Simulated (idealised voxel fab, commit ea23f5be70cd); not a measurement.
process module | voxel trench capacitor
cross-section cut | 195 nm wide | cells 5 nm
A cross-section is a grid of square cells, given in bands from the top down. A band is one or more rows of cells.
Each band's line starts with the height of the band's top and of its bottom, in nm. Then come its materials from left to right, each with its width in nm. One material with "throughout" fills the band from edge to edge. "air" is empty space.
Height 0 is the level under which the wafer as received is all one material. The lowest band goes on downwards, as in "0 down".
A width such as "30 to 40" changes by the same amount from each row of cells to the next, from the band's top row to its bottom row.
"no change" after a step means that no cell of the cross-section changed.
closed voids: empty space of 8 cells or more with no open way to the top, each as width x height at its distance from the left edge, in nm
after a step's settings: what the simulator itself notes on the step
overlay nm, on a step with a mask: how far to the right of its planned place the mask lay; to the left if negative
plan
1 op RECEIVE | material Si
2 op CONFORMAL_DEP | material SiN | thk nm 10
3 op PATTERN | tone open | mask id TRENCH | material resist | width nm 25 | pitch nm 45 | thk nm 15 | overlay nm 0
4 op DIRECTIONAL_ETCH | etch materials SiN | depth nm 10
5 op DIRECTIONAL_ETCH | etch materials Si | depth nm 30
6 op STRIP | etch materials resist
7 op CONFORMAL_DEP | material Al2O3 | thk nm 5
8 op CONFORMAL_DEP | material TiN | thk nm 5
9 op FILL_DEP | material W | thk nm 5
10 op CMP | height nm 10
first wafer, as planned
as received, after step 1
  0 down: Si throughout
  closed voids: none
after step 2
  10 to 0: SiN throughout
  below 0: unchanged
after step 3
  25 to 10: resist 40 | air 25 | resist 20 | air 25 | resist 20 | air 25 | resist 40
  below 10: unchanged
after step 4
  25 to 10: resist 40 | air 25 | resist 20 | air 25 | resist 20 | air 25 | resist 40
  10 to 0: SiN 40 | air 25 | SiN 20 | air 25 | SiN 20 | air 25 | SiN 40
  below 0: unchanged
after step 5
  25 to 10: resist 40 | air 25 | resist 20 | air 25 | resist 20 | air 25 | resist 40
  10 to 0: SiN 40 | air 25 | SiN 20 | air 25 | SiN 20 | air 25 | SiN 40
  0 to -30: Si 40 | air 25 | Si 20 | air 25 | Si 20 | air 25 | Si 40
  below -30: unchanged
after step 6
  10 to 0: SiN 40 | air 25 | SiN 20 | air 25 | SiN 20 | air 25 | SiN 40
  below 0: unchanged
after step 7
  15 to 10: Al2O3 45 | air 15 | Al2O3 30 | air 15 | Al2O3 30 | air 15 | Al2O3 45
  10 to 0: SiN 40 | Al2O3 5 | air 15 | Al2O3 5 | SiN 20 | Al2O3 5 | air 15 | Al2O3 5 | SiN 20 | Al2O3 5 | air 15 | Al2O3 5 | SiN 40
  0 to -25: Si 40 | Al2O3 5 | air 15 | Al2O3 5 | Si 20 | Al2O3 5 | air 15 | Al2O3 5 | Si 20 | Al2O3 5 | air 15 | Al2O3 5 | Si 40
  -25 to -30: Si 40 | Al2O3 25 | Si 20 | Al2O3 25 | Si 20 | Al2O3 25 | Si 40
  below -30: unchanged
after step 8
  20 to 15: TiN 50 | air 5 | TiN 40 | air 5 | TiN 40 | air 5 | TiN 50
  15 to 10: Al2O3 45 | TiN 5 | air 5 | TiN 5 | Al2O3 30 | TiN 5 | air 5 | TiN 5 | Al2O3 30 | TiN 5 | air 5 | TiN 5 | Al2O3 45
  10 to 0: SiN 40 | Al2O3 5 | TiN 5 | air 5 | TiN 5 | Al2O3 5 | SiN 20 | Al2O3 5 | TiN 5 | air 5 | TiN 5 | Al2O3 5 | SiN 20 | Al2O3 5 | TiN 5 | air 5 | TiN 5 | Al2O3 5 | SiN 40
  0 to -20: Si 40 | Al2O3 5 | TiN 5 | air 5 | TiN 5 | Al2O3 5 | Si 20 | Al2O3 5 | TiN 5 | air 5 | TiN 5 | Al2O3 5 | Si 20 | Al2O3 5 | TiN 5 | air 5 | TiN 5 | Al2O3 5 | Si 40
  -20 to -25: Si 40 | Al2O3 5 | TiN 15 | Al2O3 5 | Si 20 | Al2O3 5 | TiN 15 | Al2O3 5 | Si 20 | Al2O3 5 | TiN 15 | Al2O3 5 | Si 40
  below -25: unchanged
after step 9
  25 to 20: W throughout
  20 to 15: TiN 50 | W 5 | TiN 40 | W 5 | TiN 40 | W 5 | TiN 50
  15 to 10: Al2O3 45 | TiN 5 | W 5 | TiN 5 | Al2O3 30 | TiN 5 | W 5 | TiN 5 | Al2O3 30 | TiN 5 | W 5 | TiN 5 | Al2O3 45
  10 to 0: SiN 40 | Al2O3 5 | TiN 5 | W 5 | TiN 5 | Al2O3 5 | SiN 20 | Al2O3 5 | TiN 5 | W 5 | TiN 5 | Al2O3 5 | SiN 20 | Al2O3 5 | TiN 5 | W 5 | TiN 5 | Al2O3 5 | SiN 40
  0 to -20: Si 40 | Al2O3 5 | TiN 5 | W 5 | TiN 5 | Al2O3 5 | Si 20 | Al2O3 5 | TiN 5 | W 5 | TiN 5 | Al2O3 5 | Si 20 | Al2O3 5 | TiN 5 | W 5 | TiN 5 | Al2O3 5 | Si 40
  below -20: unchanged
after step 10
  10 to 0: SiN 40 | Al2O3 5 | TiN 5 | W 5 | TiN 5 | Al2O3 5 | SiN 20 | Al2O3 5 | TiN 5 | W 5 | TiN 5 | Al2O3 5 | SiN 20 | Al2O3 5 | TiN 5 | W 5 | TiN 5 | Al2O3 5 | SiN 40
  below 0: unchanged
second wafer: like start, like plan, one mistake. Through step 7 it matches the first wafer
when step 8 should have ended
  20 to 10: Al2O3 50 | air 5 | Al2O3 40 | air 5 | Al2O3 40 | air 5 | Al2O3 50
  10 to 0: SiN 40 | Al2O3 10 | air 5 | Al2O3 10 | SiN 20 | Al2O3 10 | air 5 | Al2O3 10 | SiN 20 | Al2O3 10 | air 5 | Al2O3 10 | SiN 40
  0 to -20: Si 40 | Al2O3 10 | air 5 | Al2O3 10 | Si 20 | Al2O3 10 | air 5 | Al2O3 10 | Si 20 | Al2O3 10 | air 5 | Al2O3 10 | Si 40
  -20 to -30: Si 40 | Al2O3 25 | Si 20 | Al2O3 25 | Si 20 | Al2O3 25 | Si 40
  below -30: unchanged
when step 9 should have ended
  25 to 20: W throughout
  20 to 10: Al2O3 50 | W 5 | Al2O3 40 | W 5 | Al2O3 40 | W 5 | Al2O3 50
  10 to 0: SiN 40 | Al2O3 10 | W 5 | Al2O3 10 | SiN 20 | Al2O3 10 | W 5 | Al2O3 10 | SiN 20 | Al2O3 10 | W 5 | Al2O3 10 | SiN 40
  0 to -20: Si 40 | Al2O3 10 | W 5 | Al2O3 10 | Si 20 | Al2O3 10 | W 5 | Al2O3 10 | Si 20 | Al2O3 10 | W 5 | Al2O3 10 | Si 40
  below -20: unchanged
when step 10 should have ended
  10 to 0: SiN 40 | Al2O3 10 | W 5 | Al2O3 10 | SiN 20 | Al2O3 10 | W 5 | Al2O3 10 | SiN 20 | Al2O3 10 | W 5 | Al2O3 10 | SiN 40
  below 0: unchanged
what went wrong: step 8 ran as: op CONFORMAL_DEP | material Al2O3 | thk nm 5
at the end the second wafer has, in cells: 45 more of Al2O3 | 45 fewer of TiN
